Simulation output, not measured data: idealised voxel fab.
voxel wiring stack: a process module
Each square cell in cross-section cut measures 5 nm, and the section as a whole is 210 nm wide.
Throughout this document, each cross-section is represented as a grid of square cells and is presented as a sequence of bands enumerated from the top downward, where a band comprises one or more rows of cells.
Band entry format. Leading values: height of top, height of bottom, nm. Remainder: materials in left-to-right order, each with its width in nm. Special words: "throughout" on a single material, which then fills the band edge to edge; "empty", empty space.
Ref level 0: as-received wafer is one material below here. Bottom band extends down with no lower bound ("0 down").
When a width is written as two numbers, as in "30..40", the first number is the width in the top row of cells of the band and the second is the width in its bottom row, and the width changes by the same amount from each row to the next.
Step marked "nothing altered"? Then no cell in the cross-section changed in it.
Voids not open to the top, 8 cells minimum: see "Enclosed empty spaces". Written width x height at distance; distance is from the left edge; nm.
On each step's line, the part that comes after the settings is the simulator's own comment on the step.
Regarding "overlay nm": on a step with a mask, it is the distance the mask lay to the right of its planned place; a negative value places it to the left.

[Below is the list of planned process steps]
step 1: RECEIVE: material Si
step 2: CONFORMAL_DEP: material SiO2, thk nm 10
step 3: CONFORMAL_DEP: material SiN, thk nm 5
step 4: DIRECTIONAL_DEP: material lowk, thk nm 25
step 5: DIRECTIONAL_DEP: material aC, thk nm 15
step 6: PATTERN: tone open, mask id METAL_1, material resist, width nm 30, pitch nm 45, thk nm 30, overlay nm 0
step 7: DIRECTIONAL_ETCH: etch materials aC, depth nm 15
step 8: STRIP: etch materials resist
step 9: DIRECTIONAL_ETCH: etch materials lowk, depth nm 25
step 10: DIRECTIONAL_ETCH: etch materials SiN, depth nm 5
step 11: STRIP: etch materials aC
step 12: CONFORMAL_DEP: material TiN, thk nm 5
step 13: FILL_DEP: material Cu, thk nm 5
step 14: CMP: height nm 40
step 15: CONFORMAL_DEP: material SiCN, thk nm 5
step 16: DIRECTIONAL_DEP: material lowk, thk nm 35
step 17: DIRECTIONAL_DEP: material aC, thk nm 15
step 18: PATTERN: tone open, mask id METAL_2_HOLES, material resist, width nm 15, thk nm 35, overlay nm 0
step 19: DIRECTIONAL_ETCH: etch materials aC, depth nm 15
step 20: STRIP: etch materials resist
step 21: DIRECTIONAL_ETCH: etch materials lowk, depth nm 35
step 22: STRIP: etch materials aC
step 23: DIRECTIONAL_DEP: material aC, thk nm 15
step 24: PATTERN: tone open, mask id METAL_2, material resist, width nm 30, pitch nm 45, thk nm 30, overlay nm 0
step 25: DIRECTIONAL_ETCH: etch materials aC, depth nm 15
step 26: STRIP: etch materials resist
step 27: DIRECTIONAL_ETCH: etch materials lowk, depth nm 20
step 28: DIRECTIONAL_ETCH: etch materials SiCN, depth nm 5
step 29: STRIP: etch materials aC
step 30: CONFORMAL_DEP: material TiN, thk nm 5
step 31: FILL_DEP: material Cu, thk nm 5
step 32: CMP: height nm 80
step 33: CONFORMAL_DEP: material SiCN, thk nm 5
step 34: DIRECTIONAL_DEP: material SiO2, thk nm 15
step 35: MASKED_ETCH: tone open, mask id PLUG_2, width nm 15, etch materials SiO2, depth nm 15, overlay nm 0
step 36: MASKED_ETCH: tone open, mask id PLUG_2, width nm 15, etch materials SiCN, depth nm 5, overlay nm 0
step 37: EPI: material Ru, thk nm 10
step 38: EPI: material Ru, thk nm 10
step 39: CONFORMAL_DEP: material SiN, thk nm 5
step 40: DIRECTIONAL_DEP: material lowk, thk nm 20
step 41: PATTERN: tone open, mask id METAL_3, material resist, width nm 30, pitch nm 45, thk nm 20, overlay nm 0
step 42: DIRECTIONAL_ETCH: etch materials lowk, depth nm 20
step 43: DIRECTIONAL_ETCH: etch materials SiN, depth nm 5
step 44: STRIP: etch materials resist
step 45: CONFORMAL_DEP: material TiN, thk nm 5
step 46: FILL_DEP: material W, thk nm 5
step 47: CMP: height nm 125
step 48: CONFORMAL_DEP: material SiCN, thk nm 5

[Delivered wafer in cross-section: state after step 1]
	0 down: Si throughout
	Enclosed empty spaces: none

[Sectioned view, first of two wafers, at the close of the module, processed as intended in the plan]
	130 to 125: SiCN throughout
	125 to 105: lowk 65, TiN 5, W 20, TiN 5, lowk 15, TiN 5, W 20, TiN 5, lowk 70
	105 to 100: SiN 65, TiN 30, SiN 15, TiN 30, SiN 70
	100 to 85: SiO2 65, Ru 15, SiO2 130
	85 to 80: SiCN 65, Ru 15, SiCN 130
	80 to 65: lowk 65, TiN 5, Cu 20, TiN 5, lowk 15, TiN 5, Cu 20, TiN 5, lowk 70
	65 to 60: lowk 65, TiN 5, Cu 5, TiN 20, lowk 15, TiN 30, lowk 70
	60 to 45: lowk 65, TiN 5, Cu 5, TiN 5, lowk 130
	45 to 40: SiCN 65, TiN 15, SiCN 130
	40 to 15: lowk 65, TiN 5, Cu 20, TiN 5, lowk 15, TiN 5, Cu 20, TiN 5, lowk 70
	15 to 10: SiN 65, TiN 30, SiN 15, TiN 30, SiN 70
	10 to 0: SiO2 throughout
	0 down: Si throughout
	Enclosed empty spaces: none

[Same start, same plan as the first wafer - but one mistake in the run. Cross-section of the second of the two at the end of the module]
	130 to 125: SiCN throughout
	125 to 105: lowk 65, TiN 5, W 20, TiN 5, lowk 15, TiN 5, W 20, TiN 5, lowk 70
	105 to 100: SiN 65, TiN 30, SiN 15, TiN 30, SiN 70
	100 to 85: SiO2 65, Ru 15, SiO2 130
	85 to 80: SiCN 65, Ru 15, SiCN 130
	80 to 65: lowk 65, TiN 5, Cu 20, TiN 5, lowk 20, TiN 5, Cu 15, TiN 5, lowk 70
	65 to 60: lowk 65, TiN 5, Cu 5, TiN 20, lowk 20, TiN 25, lowk 70
	60 to 50: lowk 65, TiN 5, Cu 5, TiN 5, lowk 130
	50 to 45: lowk 65, TiN 15, lowk 130
	45 to 40: SiCN 70, TiN 10, SiCN 130
	40 to 15: lowk 65, TiN 5, Cu 20, TiN 5, lowk 15, TiN 5, Cu 20, TiN 5, lowk 70
	15 to 10: SiN 65, TiN 30, SiN 15, TiN 30, SiN 70
	10 to 0: SiO2 throughout
	0 down: Si throughout
	Enclosed empty spaces: none
Against the plan, the run slipped here: step 24 deviated from plan and actually ran as PATTERN: tone open, mask id METAL_2, material resist, width nm 25, pitch nm 45, thk nm 30, overlay nm 0
Wrapping up, a cell-based count of both wafers puts the second over or under the first for these materials: Cu -4, SiCN +1, TiN -1, lowk +4
